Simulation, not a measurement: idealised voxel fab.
process module | voxel self aligned contacts
cross-section cut | 265 nm wide | cells 5 nm
A cross-section is a grid of square cells, given in bands from the top down. A band is one or more rows of cells.
Each band's line starts with the height of the band's top and of its bottom, in nm. Then come its materials from left to right, each with its width in nm. One material with "throughout" fills the band from edge to edge. "air" is empty space.
Height 0 is the level under which the wafer as received is all one material. The lowest band goes on downwards, as in "0 down".
A width such as "30 to 40" changes by the same amount from each row of cells to the next, from the band's top row to its bottom row.
"no change" after a step means that no cell of the cross-section changed.
closed voids: empty space of 8 cells or more with no open way to the top, each as width x height at its distance from the left edge, in nm
after a step's settings: what the simulator itself notes on the step
overlay nm, on a step with a mask: how far to the right of its planned place the mask lay; to the left if negative
plan
1 op RECEIVE | material Si
2 op OXIDIZE | depth nm 5
3 op DIRECTIONAL_DEP | material polySi | thk nm 20
4 op DIRECTIONAL_DEP | material SiN | thk nm 15
5 op PATTERN | tone cover | mask id GATE | material resist | width nm 35 | pitch nm 70 | thk nm 20 | overlay nm 0
6 op DIRECTIONAL_ETCH | etch materials SiN | depth nm 15
7 op DIRECTIONAL_ETCH | etch materials polySi | depth nm 20
8 op STRIP | etch materials resist
9 op CONFORMAL_DEP | material SiN | thk nm 5
10 op DIRECTIONAL_ETCH | etch materials SiN | depth nm 5
11 op FILL_DEP | material SiO2 | thk nm 15
12 op CMP | height nm 40
13 op PATTERN | tone open | mask id CONTACT | material resist | width nm 45 | thk nm 15 | overlay nm 0
14 op DIRECTIONAL_ETCH | etch materials SiO2 | depth nm 45
15 op STRIP | etch materials resist
16 op CONFORMAL_DEP | material TiN | thk nm 5
17 op FILL_DEP | material Ru | thk nm 5
18 op CMP | height nm 40
19 op CONFORMAL_DEP | material SiN | thk nm 5
as received, after step 1
  0 down: Si throughout
  closed voids: none
a wafer at the end: this start, this plan, one mistake
  45 to 40: SiN throughout
  40 to 35: SiO2 115 | TiN 10 | Ru 15 | TiN 10 | SiO2 115
  35 to 20: SiO2 75 | SiN 45 | TiN 5 | Ru 15 | TiN 5 | SiN 45 | SiO2 75
  20 to 0: SiO2 75 | SiN 5 | polySi 35 | SiN 5 | TiN 5 | Ru 15 | TiN 5 | SiN 5 | polySi 35 | SiN 5 | SiO2 75
  0 to -5: SiO2 120 | TiN 25 | SiO2 120
  -5 down: Si throughout
  closed voids: none
what went wrong: step 13 ran as: op PATTERN | tone open | mask id CONTACT | material resist | width nm 35 | thk nm 15 | overlay nm 0
